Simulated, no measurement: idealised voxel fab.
process module | voxel transistor to metal
cross-section cut | 185 nm wide | cells 5 nm
A cross-section is a grid of square cells, given in bands from the top down. A band is one or more rows of cells.
Each band's line starts with the height of the band's top and of its bottom, in nm. Then come its materials from left to right, each with its width in nm. One material with "throughout" fills the band from edge to edge. "air" is empty space.
Height 0 is the level under which the wafer as received is all one material. The lowest band goes on downwards, as in "0 down".
A width such as "30 to 40" changes by the same amount from each row of cells to the next, from the band's top row to its bottom row.
"no change" after a step means that no cell of the cross-section changed.
closed voids: empty space of 8 cells or more with no open way to the top, each as width x height at its distance from the left edge, in nm
after a step's settings: what the simulator itself notes on the step
overlay nm, on a step with a mask: how far to the right of its planned place the mask lay; to the left if negative
plan
1 op RECEIVE | material Si
2 op CONFORMAL_DEP | material SiO2 | thk nm 5
3 op CONFORMAL_DEP | material SiN | thk nm 15
4 op PATTERN | tone cover | mask id ACTIVE | material resist | width nm 105 | thk nm 15 | overlay nm 0
5 op DIRECTIONAL_ETCH | etch materials SiN | depth nm 15
6 op DIRECTIONAL_ETCH | etch materials SiO2 | depth nm 5
7 op DIRECTIONAL_ETCH | etch materials Si | depth nm 20
8 op STRIP | etch materials resist
9 op FILL_DEP | material SiO2 | thk nm 15
10 op CMP | height nm 20
11 op SELECTIVE_ETCH | etch materials SiO2 | depth nm 10
12 op STRIP | etch materials SiN
13 op SELECTIVE_ETCH | etch materials SiO2 | depth nm 5
14 op OXIDIZE | depth nm 5
15 op DIRECTIONAL_DEP | material polySi | thk nm 25
16 op DIRECTIONAL_DEP | material SiCN | thk nm 10
17 op DIRECTIONAL_DEP | material aC | thk nm 15
18 op PATTERN | tone cover | mask id GATE | material resist | width nm 25 | thk nm 30 | overlay nm 0
19 op DIRECTIONAL_ETCH | etch materials aC | depth nm 15
20 op STRIP | etch materials resist
21 op DIRECTIONAL_ETCH | etch materials SiCN | depth nm 20
22 op DIRECTIONAL_ETCH | etch materials polySi | depth nm 35
23 op STRIP | etch materials aC
24 op CONFORMAL_DEP | material SiO2 | thk nm 5
25 op DIRECTIONAL_ETCH | etch materials SiO2 | depth nm 5
26 op CONFORMAL_DEP | material SiN | thk nm 5
27 op DIRECTIONAL_ETCH | etch materials SiN | depth nm 5
28 op DIRECTIONAL_ETCH | etch materials SiO2 | depth nm 5
29 op DIRECTIONAL_ETCH | etch materials Si | depth nm 5
30 op EPI | material nSi | thk nm 10
31 op FILL_DEP | material SiO2 | thk nm 5
32 op CMP | height nm 25
33 op STRIP | etch materials polySi
34 op SELECTIVE_ETCH | etch materials SiO2 | depth nm 5
35 op CONFORMAL_DEP | material HfO2 | thk nm 5
36 op CONFORMAL_DEP | material TiN | thk nm 5
37 op FILL_DEP | material W | thk nm 10
38 op CMP | height nm 20
39 op DIRECTIONAL_DEP | material SiO2 | thk nm 15
40 op MASKED_ETCH | tone open | mask id CONTACT | width nm 15 | pitch nm 70 | etch materials SiO2 | depth nm 35 | overlay nm 0
41 op CONFORMAL_DEP | material TiN | thk nm 5
42 op FILL_DEP | material Ru | thk nm 10
43 op CMP | height nm 35
44 op CONFORMAL_DEP | material SiCN | thk nm 5
45 op DIRECTIONAL_DEP | material lowk | thk nm 20
46 op MASKED_ETCH | tone open | mask id METAL_1 | width nm 15 | pitch nm 70 | etch materials lowk | depth nm 20 | overlay nm 0
47 op MASKED_ETCH | tone open | mask id METAL_1 | width nm 15 | pitch nm 70 | etch materials SiCN | depth nm 5 | overlay nm 0
48 op CONFORMAL_DEP | material TiN | thk nm 5
49 op FILL_DEP | material Cu | thk nm 5
50 op CMP | height nm 60
51 op EPI | material Ru | thk nm 5
52 op FILL_DEP | material SiCN | thk nm 5
53 op DIRECTIONAL_DEP | material SiO2 | thk nm 30
54 op PATTERN | tone open | mask id METAL_2 | material resist | width nm 15 | pitch nm 70 | thk nm 15 | overlay nm 0
55 op DIRECTIONAL_ETCH | etch materials SiO2 | depth nm 20
56 op STRIP | etch materials resist
57 op MASKED_ETCH | tone open | mask id METAL_2_HOLES | width nm 15 | pitch nm 70 | etch materials SiO2 | depth nm 10 | overlay nm 0
58 op MASKED_ETCH | tone open | mask id METAL_2_HOLES | width nm 15 | pitch nm 70 | etch materials SiCN | depth nm 5 | overlay nm 0
59 op CONFORMAL_DEP | material TiN | thk nm 5
60 op FILL_DEP | material Ru | thk nm 5
61 op CMP | height nm 100
62 op CONFORMAL_DEP | material SiCN | thk nm 5
first wafer, as planned
as received, after step 1
  0 down: Si throughout
  closed voids: none
after step 2
  5 to 0: SiO2 throughout
  below 0: unchanged
after step 3
  20 to 5: SiN throughout
  below 5: unchanged
after step 4
  35 to 20: air 40 | resist 105 | air 40
  below 20: unchanged
after step 5
  35 to 20: air 40 | resist 105 | air 40
  20 to 5: air 40 | SiN 105 | air 40
  below 5: unchanged
after step 6
  35 to 20: air 40 | resist 105 | air 40
  20 to 5: air 40 | SiN 105 | air 40
  5 to 0: air 40 | SiO2 105 | air 40
  below 0: unchanged
after step 7
  35 to 20: air 40 | resist 105 | air 40
  20 to 5: air 40 | SiN 105 | air 40
  5 to 0: air 40 | SiO2 105 | air 40
  0 to -20: air 40 | Si 105 | air 40
  below -20: unchanged
after step 8
  20 to 5: air 40 | SiN 105 | air 40
  below 5: unchanged
after step 9
  35 to 20: SiO2 throughout
  20 to 5: SiO2 40 | SiN 105 | SiO2 40
  5 to 0: SiO2 throughout
  0 to -20: SiO2 40 | Si 105 | SiO2 40
  below -20: unchanged
after step 10
  20 to 5: SiO2 40 | SiN 105 | SiO2 40
  below 5: unchanged
after step 11
  20 to 10: air 40 | SiN 105 | air 40
  below 10: unchanged
after step 12
  10 to 5: SiO2 40 | air 105 | SiO2 40
  below 5: unchanged
after step 13
  5 to 0: SiO2 35 | air 115 | SiO2 35
  below 0: unchanged
after step 14
  5 to 0: SiO2 35 | air 115 | SiO2 35
  0 to -5: SiO2 throughout
  below -5: unchanged
after step 15
  30 to 25: polySi 35 | air 115 | polySi 35
  25 to 5: polySi throughout
  5 to 0: SiO2 35 | polySi 115 | SiO2 35
  below 0: unchanged
after step 16
  40 to 35: SiCN 35 | air 115 | SiCN 35
  35 to 30: SiCN throughout
  30 to 25: polySi 35 | SiCN 115 | polySi 35
  below 25: unchanged
after step 17
  55 to 50: aC 35 | air 115 | aC 35
  50 to 40: aC throughout
  40 to 35: SiCN 35 | aC 115 | SiCN 35
  below 35: unchanged
after step 18
  85 to 55: air 80 | resist 25 | air 80
  55 to 50: aC 35 | air 45 | resist 25 | air 45 | aC 35
  below 50: unchanged
after step 19
  70 to 50: air 80 | resist 25 | air 80
  50 to 40: air 80 | aC 25 | air 80
  40 to 35: SiCN 35 | air 45 | aC 25 | air 45 | SiCN 35
  below 35: unchanged
after step 20
  50 to 40: air 80 | aC 25 | air 80
  below 40: unchanged
after step 21
  50 to 35: air 80 | aC 25 | air 80
  35 to 30: air 80 | SiCN 25 | air 80
  30 to 25: polySi 35 | air 45 | SiCN 25 | air 45 | polySi 35
  below 25: unchanged
after step 22
  50 to 35: air 80 | aC 25 | air 80
  35 to 25: air 80 | SiCN 25 | air 80
  25 to 5: air 80 | polySi 25 | air 80
  5 to 0: SiO2 35 | air 45 | polySi 25 | air 45 | SiO2 35
  below 0: unchanged
after step 23
  35 to 25: air 80 | SiCN 25 | air 80
  below 25: unchanged
after step 24
  40 to 35: air 75 | SiO2 35 | air 75
  35 to 25: air 75 | SiO2 5 | SiCN 25 | SiO2 5 | air 75
  25 to 10: air 75 | SiO2 5 | polySi 25 | SiO2 5 | air 75
  10 to 5: SiO2 40 | air 35 | SiO2 5 | polySi 25 | SiO2 5 | air 35 | SiO2 40
  5 to 0: SiO2 80 | polySi 25 | SiO2 80
  below 0: unchanged
after step 25
  35 to 25: air 75 | SiO2 5 | SiCN 25 | SiO2 5 | air 75
  25 to 5: air 75 | SiO2 5 | polySi 25 | SiO2 5 | air 75
  5 to 0: SiO2 40 | air 35 | SiO2 5 | polySi 25 | SiO2 5 | air 35 | SiO2 40
  below 0: unchanged
after step 26
  40 to 35: air 70 | SiN 45 | air 70
  35 to 25: air 70 | SiN 5 | SiO2 5 | SiCN 25 | SiO2 5 | SiN 5 | air 70
  25 to 10: air 70 | SiN 5 | SiO2 5 | polySi 25 | SiO2 5 | SiN 5 | air 70
  10 to 5: SiN 45 | air 25 | SiN 5 | SiO2 5 | polySi 25 | SiO2 5 | SiN 5 | air 25 | SiN 45
  5 to 0: SiO2 40 | SiN 35 | SiO2 5 | polySi 25 | SiO2 5 | SiN 35 | SiO2 40
  below 0: unchanged
after step 27
  35 to 25: air 70 | SiN 5 | SiO2 5 | SiCN 25 | SiO2 5 | SiN 5 | air 70
  25 to 5: air 70 | SiN 5 | SiO2 5 | polySi 25 | SiO2 5 | SiN 5 | air 70
  5 to 0: SiO2 40 | SiN 5 | air 25 | SiN 5 | SiO2 5 | polySi 25 | SiO2 5 | SiN 5 | air 25 | SiN 5 | SiO2 40
  below 0: unchanged
after step 28
  35 to 30: air 70 | SiN 5 | air 5 | SiCN 25 | air 5 | SiN 5 | air 70
  30 to 25: air 70 | SiN 5 | SiO2 5 | SiCN 25 | SiO2 5 | SiN 5 | air 70
  25 to 5: air 70 | SiN 5 | SiO2 5 | polySi 25 | SiO2 5 | SiN 5 | air 70
  5 to 0: air 40 | SiN 5 | air 25 | SiN 5 | SiO2 5 | polySi 25 | SiO2 5 | SiN 5 | air 25 | SiN 5 | air 40
  0 to -5: SiO2 45 | air 25 | SiO2 45 | air 25 | SiO2 45
  below -5: unchanged
after step 29
  35 to 30: air 70 | SiN 5 | air 5 | SiCN 25 | air 5 | SiN 5 | air 70
  30 to 25: air 70 | SiN 5 | SiO2 5 | SiCN 25 | SiO2 5 | SiN 5 | air 70
  25 to 5: air 70 | SiN 5 | SiO2 5 | polySi 25 | SiO2 5 | SiN 5 | air 70
  5 to 0: air 40 | SiN 5 | air 25 | SiN 5 | SiO2 5 | polySi 25 | SiO2 5 | SiN 5 | air 25 | SiN 5 | air 40
  0 to -5: SiO2 45 | air 25 | SiO2 45 | air 25 | SiO2 45
  -5 to -10: SiO2 40 | Si 5 | air 25 | Si 45 | air 25 | Si 5 | SiO2 40
  below -10: unchanged
after step 30
  35 to 30: air 70 | SiN 5 | air 5 | SiCN 25 | air 5 | SiN 5 | air 70
  30 to 25: air 70 | SiN 5 | SiO2 5 | SiCN 25 | SiO2 5 | SiN 5 | air 70
  25 to 5: air 70 | SiN 5 | SiO2 5 | polySi 25 | SiO2 5 | SiN 5 | air 70
  5 to 0: air 40 | SiN 5 | nSi 10 | air 5 | nSi 10 | SiN 5 | SiO2 5 | polySi 25 | SiO2 5 | SiN 5 | nSi 10 | air 5 | nSi 10 | SiN 5 | air 40
  0 to -5: SiO2 45 | nSi 25 | SiO2 45 | nSi 25 | SiO2 45
  -5 to -10: SiO2 40 | Si 5 | nSi 25 | Si 45 | nSi 25 | Si 5 | SiO2 40
  below -10: unchanged
after step 31
  40 to 35: SiO2 throughout
  35 to 25: SiO2 70 | SiN 5 | SiO2 5 | SiCN 25 | SiO2 5 | SiN 5 | SiO2 70
  25 to 5: SiO2 70 | SiN 5 | SiO2 5 | polySi 25 | SiO2 5 | SiN 5 | SiO2 70
  5 to 0: SiO2 40 | SiN 5 | nSi 10 | SiO2 5 | nSi 10 | SiN 5 | SiO2 5 | polySi 25 | SiO2 5 | SiN 5 | nSi 10 | SiO2 5 | nSi 10 | SiN 5 | SiO2 40
  below 0: unchanged
after step 32
  25 to 5: SiO2 70 | SiN 5 | SiO2 5 | polySi 25 | SiO2 5 | SiN 5 | SiO2 70
  below 5: unchanged
after step 33
  25 to 5: SiO2 70 | SiN 5 | SiO2 5 | air 25 | SiO2 5 | SiN 5 | SiO2 70
  5 to 0: SiO2 40 | SiN 5 | nSi 10 | SiO2 5 | nSi 10 | SiN 5 | SiO2 5 | air 25 | SiO2 5 | SiN 5 | nSi 10 | SiO2 5 | nSi 10 | SiN 5 | SiO2 40
  below 0: unchanged
after step 34
  25 to 20: air 70 | SiN 5 | air 35 | SiN 5 | air 70
  20 to 5: SiO2 70 | SiN 5 | air 35 | SiN 5 | SiO2 70
  5 to 0: SiO2 40 | SiN 5 | nSi 10 | SiO2 5 | nSi 10 | SiN 5 | air 35 | SiN 5 | nSi 10 | SiO2 5 | nSi 10 | SiN 5 | SiO2 40
  0 to -5: SiO2 45 | nSi 25 | SiO2 5 | air 35 | SiO2 5 | nSi 25 | SiO2 45
  below -5: unchanged
after step 35
  30 to 25: air 65 | HfO2 15 | air 25 | HfO2 15 | air 65
  25 to 20: HfO2 70 | SiN 5 | HfO2 5 | air 25 | HfO2 5 | SiN 5 | HfO2 70
  20 to 5: SiO2 70 | SiN 5 | HfO2 5 | air 25 | HfO2 5 | SiN 5 | SiO2 70
  5 to 0: SiO2 40 | SiN 5 | nSi 10 | SiO2 5 | nSi 10 | SiN 5 | HfO2 5 | air 25 | HfO2 5 | SiN 5 | nSi 10 | SiO2 5 | nSi 10 | SiN 5 | SiO2 40
  0 to -5: SiO2 45 | nSi 25 | SiO2 5 | HfO2 35 | SiO2 5 | nSi 25 | SiO2 45
  below -5: unchanged
after step 36
  35 to 30: air 60 | TiN 25 | air 15 | TiN 25 | air 60
  30 to 25: TiN 65 | HfO2 15 | TiN 5 | air 15 | TiN 5 | HfO2 15 | TiN 65
  25 to 20: HfO2 70 | SiN 5 | HfO2 5 | TiN 5 | air 15 | TiN 5 | HfO2 5 | SiN 5 | HfO2 70
  20 to 5: SiO2 70 | SiN 5 | HfO2 5 | TiN 5 | air 15 | TiN 5 | HfO2 5 | SiN 5 | SiO2 70
  5 to 0: SiO2 40 | SiN 5 | nSi 10 | SiO2 5 | nSi 10 | SiN 5 | HfO2 5 | TiN 25 | HfO2 5 | SiN 5 | nSi 10 | SiO2 5 | nSi 10 | SiN 5 | SiO2 40
  below 0: unchanged
after step 37
  45 to 35: W throughout
  35 to 30: W 60 | TiN 25 | W 15 | TiN 25 | W 60
  30 to 25: TiN 65 | HfO2 15 | TiN 5 | W 15 | TiN 5 | HfO2 15 | TiN 65
  25 to 20: HfO2 70 | SiN 5 | HfO2 5 | TiN 5 | W 15 | TiN 5 | HfO2 5 | SiN 5 | HfO2 70
  20 to 5: SiO2 70 | SiN 5 | HfO2 5 | TiN 5 | W 15 | TiN 5 | HfO2 5 | SiN 5 | SiO2 70
  below 5: unchanged
after step 38
  20 to 5: SiO2 70 | SiN 5 | HfO2 5 | TiN 5 | W 15 | TiN 5 | HfO2 5 | SiN 5 | SiO2 70
  below 5: unchanged
after step 39
  35 to 20: SiO2 throughout
  below 20: unchanged
after step 40
  35 to 20: SiO2 50 | air 15 | SiO2 55 | air 15 | SiO2 50
  20 to 5: SiO2 50 | air 15 | SiO2 5 | SiN 5 | HfO2 5 | TiN 5 | W 15 | TiN 5 | HfO2 5 | SiN 5 | SiO2 5 | air 15 | SiO2 50
  5 to 0: SiO2 40 | SiN 5 | nSi 10 | air 5 | nSi 10 | SiN 5 | HfO2 5 | TiN 25 | HfO2 5 | SiN 5 | nSi 10 | air 5 | nSi 10 | SiN 5 | SiO2 40
  below 0: unchanged
after step 41
  40 to 35: TiN 55 | air 5 | TiN 65 | air 5 | TiN 55
  35 to 20: SiO2 50 | TiN 5 | air 5 | TiN 5 | SiO2 55 | TiN 5 | air 5 | TiN 5 | SiO2 50
  20 to 10: SiO2 50 | TiN 5 | air 5 | TiN 5 | SiO2 5 | SiN 5 | HfO2 5 | TiN 5 | W 15 | TiN 5 | HfO2 5 | SiN 5 | SiO2 5 | TiN 5 | air 5 | TiN 5 | SiO2 50
  10 to 5: SiO2 50 | TiN 15 | SiO2 5 | SiN 5 | HfO2 5 | TiN 5 | W 15 | TiN 5 | HfO2 5 | SiN 5 | SiO2 5 | TiN 15 | SiO2 50
  5 to 0: SiO2 40 | SiN 5 | nSi 10 | TiN 5 | nSi 10 | SiN 5 | HfO2 5 | TiN 25 | HfO2 5 | SiN 5 | nSi 10 | TiN 5 | nSi 10 | SiN 5 | SiO2 40
  below 0: unchanged
after step 42
  50 to 40: Ru throughout
  40 to 35: TiN 55 | Ru 5 | TiN 65 | Ru 5 | TiN 55
  35 to 20: SiO2 50 | TiN 5 | Ru 5 | TiN 5 | SiO2 55 | TiN 5 | Ru 5 | TiN 5 | SiO2 50
  20 to 10: SiO2 50 | TiN 5 | Ru 5 | TiN 5 | SiO2 5 | SiN 5 | HfO2 5 | TiN 5 | W 15 | TiN 5 | HfO2 5 | SiN 5 | SiO2 5 | TiN 5 | Ru 5 | TiN 5 | SiO2 50
  below 10: unchanged
after step 43
  35 to 20: SiO2 50 | TiN 5 | Ru 5 | TiN 5 | SiO2 55 | TiN 5 | Ru 5 | TiN 5 | SiO2 50
  below 20: unchanged
after step 44
  40 to 35: SiCN throughout
  below 35: unchanged
after step 45
  60 to 40: lowk throughout
  below 40: unchanged
after step 46
  60 to 40: lowk 50 | air 15 | lowk 55 | air 15 | lowk 50
  below 40: unchanged
after step 47
  60 to 40: lowk 50 | air 15 | lowk 55 | air 15 | lowk 50
  40 to 35: SiCN 50 | air 15 | SiCN 55 | air 15 | SiCN 50
  below 35: unchanged
after step 48
  65 to 60: TiN 55 | air 5 | TiN 65 | air 5 | TiN 55
  60 to 40: lowk 50 | TiN 5 | air 5 | TiN 5 | lowk 55 | TiN 5 | air 5 | TiN 5 | lowk 50
  40 to 35: SiCN 50 | TiN 15 | SiCN 55 | TiN 15 | SiCN 50
  below 35: unchanged
after step 49
  70 to 65: Cu throughout
  65 to 60: TiN 55 | Cu 5 | TiN 65 | Cu 5 | TiN 55
  60 to 40: lowk 50 | TiN 5 | Cu 5 | TiN 5 | lowk 55 | TiN 5 | Cu 5 | TiN 5 | lowk 50
  below 40: unchanged
after step 50
  60 to 40: lowk 50 | TiN 5 | Cu 5 | TiN 5 | lowk 55 | TiN 5 | Cu 5 | TiN 5 | lowk 50
  below 40: unchanged
after step 51
  65 to 60: air 45 | Ru 25 | air 45 | Ru 25 | air 45
  below 60: unchanged
after step 52
  70 to 65: SiCN throughout
  65 to 60: SiCN 45 | Ru 25 | SiCN 45 | Ru 25 | SiCN 45
  below 60: unchanged
after step 53
  100 to 70: SiO2 throughout
  below 70: unchanged
after step 54
  115 to 100: resist 50 | air 15 | resist 55 | air 15 | resist 50
  below 100: unchanged
after step 55
  115 to 100: resist 50 | air 15 | resist 55 | air 15 | resist 50
  100 to 80: SiO2 50 | air 15 | SiO2 55 | air 15 | SiO2 50
  below 80: unchanged
after step 56
  100 to 80: SiO2 50 | air 15 | SiO2 55 | air 15 | SiO2 50
  below 80: unchanged
after step 57
  100 to 70: SiO2 50 | air 15 | SiO2 55 | air 15 | SiO2 50
  below 70: unchanged
after step 58
  100 to 70: SiO2 50 | air 15 | SiO2 55 | air 15 | SiO2 50
  70 to 65: SiCN 50 | air 15 | SiCN 55 | air 15 | SiCN 50
  below 65: unchanged
after step 59
  105 to 100: TiN 55 | air 5 | TiN 65 | air 5 | TiN 55
  100 to 70: SiO2 50 | TiN 5 | air 5 | TiN 5 | SiO2 55 | TiN 5 | air 5 | TiN 5 | SiO2 50
  70 to 65: SiCN 50 | TiN 15 | SiCN 55 | TiN 15 | SiCN 50
  below 65: unchanged
after step 60
  110 to 105: Ru throughout
  105 to 100: TiN 55 | Ru 5 | TiN 65 | Ru 5 | TiN 55
  100 to 70: SiO2 50 | TiN 5 | Ru 5 | TiN 5 | SiO2 55 | TiN 5 | Ru 5 | TiN 5 | SiO2 50
  below 70: unchanged
after step 61
  100 to 70: SiO2 50 | TiN 5 | Ru 5 | TiN 5 | SiO2 55 | TiN 5 | Ru 5 | TiN 5 | SiO2 50
  below 70: unchanged
after step 62
  105 to 100: SiCN throughout
  below 100: unchanged
second wafer: like start, like plan, one mistake. Through step 30 it matches the first wafer
when step 31 should have ended
  40 to 35: HfO2 throughout
  35 to 30: HfO2 70 | SiN 5 | HfO2 5 | SiCN 25 | HfO2 5 | SiN 5 | HfO2 70
  30 to 25: HfO2 70 | SiN 5 | SiO2 5 | SiCN 25 | SiO2 5 | SiN 5 | HfO2 70
  25 to 5: HfO2 70 | SiN 5 | SiO2 5 | polySi 25 | SiO2 5 | SiN 5 | HfO2 70
  5 to 0: HfO2 40 | SiN 5 | nSi 10 | HfO2 5 | nSi 10 | SiN 5 | SiO2 5 | polySi 25 | SiO2 5 | SiN 5 | nSi 10 | HfO2 5 | nSi 10 | SiN 5 | HfO2 40
  below 0: unchanged
when step 32 should have ended
  25 to 5: HfO2 70 | SiN 5 | SiO2 5 | polySi 25 | SiO2 5 | SiN 5 | HfO2 70
  below 5: unchanged
when step 33 should have ended
  25 to 5: HfO2 70 | SiN 5 | SiO2 5 | air 25 | SiO2 5 | SiN 5 | HfO2 70
  5 to 0: HfO2 40 | SiN 5 | nSi 10 | HfO2 5 | nSi 10 | SiN 5 | SiO2 5 | air 25 | SiO2 5 | SiN 5 | nSi 10 | HfO2 5 | nSi 10 | SiN 5 | HfO2 40
  below 0: unchanged
when step 34 should have ended
  25 to 5: HfO2 70 | SiN 5 | air 35 | SiN 5 | HfO2 70
  5 to 0: HfO2 40 | SiN 5 | nSi 10 | HfO2 5 | nSi 10 | SiN 5 | air 35 | SiN 5 | nSi 10 | HfO2 5 | nSi 10 | SiN 5 | HfO2 40
  0 to -5: SiO2 45 | nSi 25 | SiO2 5 | air 35 | SiO2 5 | nSi 25 | SiO2 45
  below -5: unchanged
when step 35 should have ended
  30 to 25: HfO2 80 | air 25 | HfO2 80
  25 to 5: HfO2 70 | SiN 5 | HfO2 5 | air 25 | HfO2 5 | SiN 5 | HfO2 70
  5 to 0: HfO2 40 | SiN 5 | nSi 10 | HfO2 5 | nSi 10 | SiN 5 | HfO2 5 | air 25 | HfO2 5 | SiN 5 | nSi 10 | HfO2 5 | nSi 10 | SiN 5 | HfO2 40
  0 to -5: SiO2 45 | nSi 25 | SiO2 5 | HfO2 35 | SiO2 5 | nSi 25 | SiO2 45
  below -5: unchanged
when step 36 should have ended
  35 to 30: TiN 85 | air 15 | TiN 85
  30 to 25: HfO2 80 | TiN 5 | air 15 | TiN 5 | HfO2 80
  25 to 5: HfO2 70 | SiN 5 | HfO2 5 | TiN 5 | air 15 | TiN 5 | HfO2 5 | SiN 5 | HfO2 70
  5 to 0: HfO2 40 | SiN 5 | nSi 10 | HfO2 5 | nSi 10 | SiN 5 | HfO2 5 | TiN 25 | HfO2 5 | SiN 5 | nSi 10 | HfO2 5 | nSi 10 | SiN 5 | HfO2 40
  below 0: unchanged
when step 37 should have ended
  45 to 35: W throughout
  35 to 30: TiN 85 | W 15 | TiN 85
  30 to 25: HfO2 80 | TiN 5 | W 15 | TiN 5 | HfO2 80
  25 to 5: HfO2 70 | SiN 5 | HfO2 5 | TiN 5 | W 15 | TiN 5 | HfO2 5 | SiN 5 | HfO2 70
  below 5: unchanged
when step 38 should have ended
  20 to 5: HfO2 70 | SiN 5 | HfO2 5 | TiN 5 | W 15 | TiN 5 | HfO2 5 | SiN 5 | HfO2 70
  below 5: unchanged
when step 39 should have ended
  35 to 20: SiO2 throughout
  below 20: unchanged
when step 40 should have ended
  35 to 20: SiO2 50 | air 15 | SiO2 55 | air 15 | SiO2 50
  below 20: unchanged
when step 41 should have ended
  40 to 35: TiN 55 | air 5 | TiN 65 | air 5 | TiN 55
  35 to 25: SiO2 50 | TiN 5 | air 5 | TiN 5 | SiO2 55 | TiN 5 | air 5 | TiN 5 | SiO2 50
  25 to 20: SiO2 50 | TiN 15 | SiO2 55 | TiN 15 | SiO2 50
  below 20: unchanged
when step 42 should have ended
  50 to 40: Ru throughout
  40 to 35: TiN 55 | Ru 5 | TiN 65 | Ru 5 | TiN 55
  35 to 25: SiO2 50 | TiN 5 | Ru 5 | TiN 5 | SiO2 55 | TiN 5 | Ru 5 | TiN 5 | SiO2 50
  below 25: unchanged
when step 43 should have ended
  35 to 25: SiO2 50 | TiN 5 | Ru 5 | TiN 5 | SiO2 55 | TiN 5 | Ru 5 | TiN 5 | SiO2 50
  below 25: unchanged
when step 44 should have ended
  40 to 35: SiCN throughout
  below 35: unchanged
when step 45 should have ended
  60 to 40: lowk throughout
  below 40: unchanged
when step 46 should have ended
  60 to 40: lowk 50 | air 15 | lowk 55 | air 15 | lowk 50
  below 40: unchanged
when step 47 should have ended
  60 to 40: lowk 50 | air 15 | lowk 55 | air 15 | lowk 50
  40 to 35: SiCN 50 | air 15 | SiCN 55 | air 15 | SiCN 50
  below 35: unchanged
when step 48 should have ended
  65 to 60: TiN 55 | air 5 | TiN 65 | air 5 | TiN 55
  60 to 40: lowk 50 | TiN 5 | air 5 | TiN 5 | lowk 55 | TiN 5 | air 5 | TiN 5 | lowk 50
  40 to 35: SiCN 50 | TiN 15 | SiCN 55 | TiN 15 | SiCN 50
  below 35: unchanged
when step 49 should have ended
  70 to 65: Cu throughout
  65 to 60: TiN 55 | Cu 5 | TiN 65 | Cu 5 | TiN 55
  60 to 40: lowk 50 | TiN 5 | Cu 5 | TiN 5 | lowk 55 | TiN 5 | Cu 5 | TiN 5 | lowk 50
  below 40: unchanged
when step 50 should have ended
  60 to 40: lowk 50 | TiN 5 | Cu 5 | TiN 5 | lowk 55 | TiN 5 | Cu 5 | TiN 5 | lowk 50
  below 40: unchanged
when step 51 should have ended
  65 to 60: air 45 | Ru 25 | air 45 | Ru 25 | air 45
  below 60: unchanged
when step 52 should have ended
  70 to 65: SiCN throughout
  65 to 60: SiCN 45 | Ru 25 | SiCN 45 | Ru 25 | SiCN 45
  below 60: unchanged
when step 53 should have ended
  100 to 70: SiO2 throughout
  below 70: unchanged
when step 54 should have ended
  115 to 100: resist 50 | air 15 | resist 55 | air 15 | resist 50
  below 100: unchanged
when step 55 should have ended
  115 to 100: resist 50 | air 15 | resist 55 | air 15 | resist 50
  100 to 80: SiO2 50 | air 15 | SiO2 55 | air 15 | SiO2 50
  below 80: unchanged
when step 56 should have ended
  100 to 80: SiO2 50 | air 15 | SiO2 55 | air 15 | SiO2 50
  below 80: unchanged
when step 57 should have ended
  100 to 70: SiO2 50 | air 15 | SiO2 55 | air 15 | SiO2 50
  below 70: unchanged
when step 58 should have ended
  100 to 70: SiO2 50 | air 15 | SiO2 55 | air 15 | SiO2 50
  70 to 65: SiCN 50 | air 15 | SiCN 55 | air 15 | SiCN 50
  below 65: unchanged
when step 59 should have ended
  105 to 100: TiN 55 | air 5 | TiN 65 | air 5 | TiN 55
  100 to 70: SiO2 50 | TiN 5 | air 5 | TiN 5 | SiO2 55 | TiN 5 | air 5 | TiN 5 | SiO2 50
  70 to 65: SiCN 50 | TiN 15 | SiCN 55 | TiN 15 | SiCN 50
  below 65: unchanged
when step 60 should have ended
  110 to 105: Ru throughout
  105 to 100: TiN 55 | Ru 5 | TiN 65 | Ru 5 | TiN 55
  100 to 70: SiO2 50 | TiN 5 | Ru 5 | TiN 5 | SiO2 55 | TiN 5 | Ru 5 | TiN 5 | SiO2 50
  below 70: unchanged
when step 61 should have ended
  100 to 70: SiO2 50 | TiN 5 | Ru 5 | TiN 5 | SiO2 55 | TiN 5 | Ru 5 | TiN 5 | SiO2 50
  below 70: unchanged
when step 62 should have ended
  105 to 100: SiCN throughout
  below 100: unchanged
what went wrong: step 31 ran as: op FILL_DEP | material HfO2 | thk nm 5
at the end the second wafer has, in cells: 102 more of HfO2 | 6 fewer of Ru | 82 fewer of SiO2 | 14 fewer of TiN
